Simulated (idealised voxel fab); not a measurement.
Process module name: voxel ribs on slabs
This is section cut - it's 250 nm across, gridded in 5 nm square cells.
When this document writes out a cross-section, it uses a grid of square cells and lists it as bands, beginning at the top and moving down, with a band standing for one or more rows of cells.
Band entry format. Leading values: height of top, height of bottom, nm. Remainder: materials in left-to-right order, each with its width in nm. Special words: "all across" on a single material, which then fills the band edge to edge; "blank", empty space.
Height reference: 0 = level under which incoming wafer is all one material. Lowest band: no bottom, runs on downward, e.g. "top 0, no bottom".
Width: "30 to 40" (first number = top row, second number = bottom row, same change from row to row of cells).
"no change" (step): cross-section cells unchanged, all of them.
Entry "Enclosed void catalog". Content: empty spaces with no open connection to the top, size 8 cells or greater. Each: width x height at distance. Distance: from left edge. Unit: nm.
What comes after the settings on a step's line is commentary from the simulator itself on that step.
The "overlay nm" setting may appear on a step's line; for a step that uses a mask, it gives how far to the right of its planned position the mask lay, and a negative value indicates the left.
# plan
1) RECEIVE | material Si
2) DIRECTIONAL_DEP | material SiO2 | thk nm 25
3) DIRECTIONAL_DEP | material polySi | thk nm 15
4) PATTERN | tone cover | mask id RIB | material resist | width nm 30 | thk nm 20 | overlay nm 0
5) DIRECTIONAL_ETCH | etch materials polySi | depth nm 10
6) STRIP | etch materials resist
7) MASKED_ETCH | tone cover | mask id SLAB | width nm 90 | etch materials polySi | depth nm 5 | overlay nm 0
8) FILL_DEP | material SiO2 | thk nm 25
9) CMP | height nm 60
10) DIRECTIONAL_DEP | material TiN | thk nm 5
11) MASKED_ETCH | tone cover | mask id HEATER | width nm 40 | etch materials TiN | depth nm 5 | overlay nm 0
12) CONFORMAL_DEP | material SiO2 | thk nm 10
# as received, after step 1
top 0, no bottom  Si all across
Enclosed void catalog: none
# The following cross-section depicts the wafer upon conclusion of the module. Processing commenced from the starting condition illustrated above and adhered to the plan illustrated above, save for one mistake in execution
top 75, bottom 70  95 blank, then 60 SiO2, then 95 blank
top 70, bottom 65  SiO2 all across
top 65, bottom 60  105 SiO2, then 40 TiN, then 105 SiO2
top 60, bottom 50  SiO2 all across
top 50, bottom 40  110 SiO2, then 30 polySi, then 110 SiO2
top 40, bottom 35  80 SiO2, then 90 polySi, then 80 SiO2
top 35, bottom 25  polySi all across
top 25, bottom 0  SiO2 all across
top 0, no bottom  Si all across
Enclosed void catalog: none
What was done differently from what was planned? step 3, actual vs plan mismatch, actual run DIRECTIONAL_DEP | material polySi | thk nm 25
